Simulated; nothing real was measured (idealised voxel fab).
The document below concerns the process module designated voxel ribs on slabs.
The width of the displayed cross-section, cut, is 160 nm; its cells are square, with a size of 5 nm.
This document writes a cross-section as a grid whose cells are square, and gives it as bands, listed from the top down; one or more rows of cells form a band. Top height, bottom height, nm. Materials left to right, width each, nm. Single material + "all across" = fills band edge to edge. "air" = empty. Measure heights from 0. That's the level where, below it, the as-received wafer is all one material. The lowest band is bottomless and extends downward; write it as in "0 and below". With a width like "30->40", each row of cells in the band differs from the next by the same amount, the top row carrying the first number and the bottom row the second. Where the words "everything unchanged" appear for a step, the cross-section shows no cell changed by that step; every cell remained as before. "Voids, enclosed": sealed empty spaces, 8 cells or more, no open way to top, listed width x height at distance, with distance from the left edge and width, height and distance in nm. Note: text after step settings on the step line = simulator remark on that step. You can add "overlay nm" to a step's line. For a step with a mask, it describes how far the mask lay to the right of its planned position, and a negative number describes a lay to the left.

Process steps - plan:
1,RECEIVE: material Si
2,DIRECTIONAL_DEP: material SiO2, thk nm 20
3,DIRECTIONAL_DEP: material polySi, thk nm 15
4,PATTERN: tone cover, mask id RIB, material resist, width nm 20, thk nm 15, overlay nm 0
5,DIRECTIONAL_ETCH: etch materials polySi, depth nm 5
6,STRIP: etch materials resist
7,PATTERN: tone cover, mask id SLAB, material resist, width nm 60, thk nm 20, overlay nm 0
8,DIRECTIONAL_ETCH: etch materials polySi, depth nm 10
9,STRIP: etch materials resist
10,FILL_DEP: material SiO2, thk nm 25
11,CMP: height nm 50
12,DIRECTIONAL_DEP: material TiN, thk nm 5
13,PATTERN: tone cover, mask id HEATER, material resist, width nm 30, thk nm 15, overlay nm 0
14,DIRECTIONAL_ETCH: etch materials TiN, depth nm 5
15,STRIP: etch materials resist
16,CONFORMAL_DEP: material SiO2, thk nm 10

Cross-sectional view of the wafer in its as-received condition, corresponding to the state after step 1:
	0 and below  Si all across
	Voids, enclosed: none

End-of-module XS, first of two wafers, run as planned:
	65 down to 60  air=55, SiO2=50, air=55
	60 down to 55  SiO2 all across
	55 down to 50  SiO2=65, TiN=30, SiO2=65
	50 down to 35  SiO2 all across
	35 down to 30  SiO2=70, polySi=20, SiO2=70
	30 down to 20  SiO2=50, polySi=60, SiO2=50
	20 down to 0  SiO2 all across
	0 and below  Si all across
	Voids, enclosed: none

Wafer two, sectioned after the module: the first wafer's start, the first wafer's plan, and one mistake in how it was run:
	55 down to 50  air=55, SiO2=50, air=55
	50 down to 45  SiO2 all across
	45 down to 40  SiO2=65, TiN=30, SiO2=65
	40 down to 35  SiO2 all across
	35 down to 30  SiO2=70, polySi=20, SiO2=70
	30 down to 20  SiO2=50, polySi=60, SiO2=50
	20 down to 0  SiO2 all across
	0 and below  Si all across
	Voids, enclosed: none
what went wrong: step 11 did not happen as planned, as run it was CMP: height nm 40
Cell-count delta at end, second wafer over first, by material: SiO2 -64
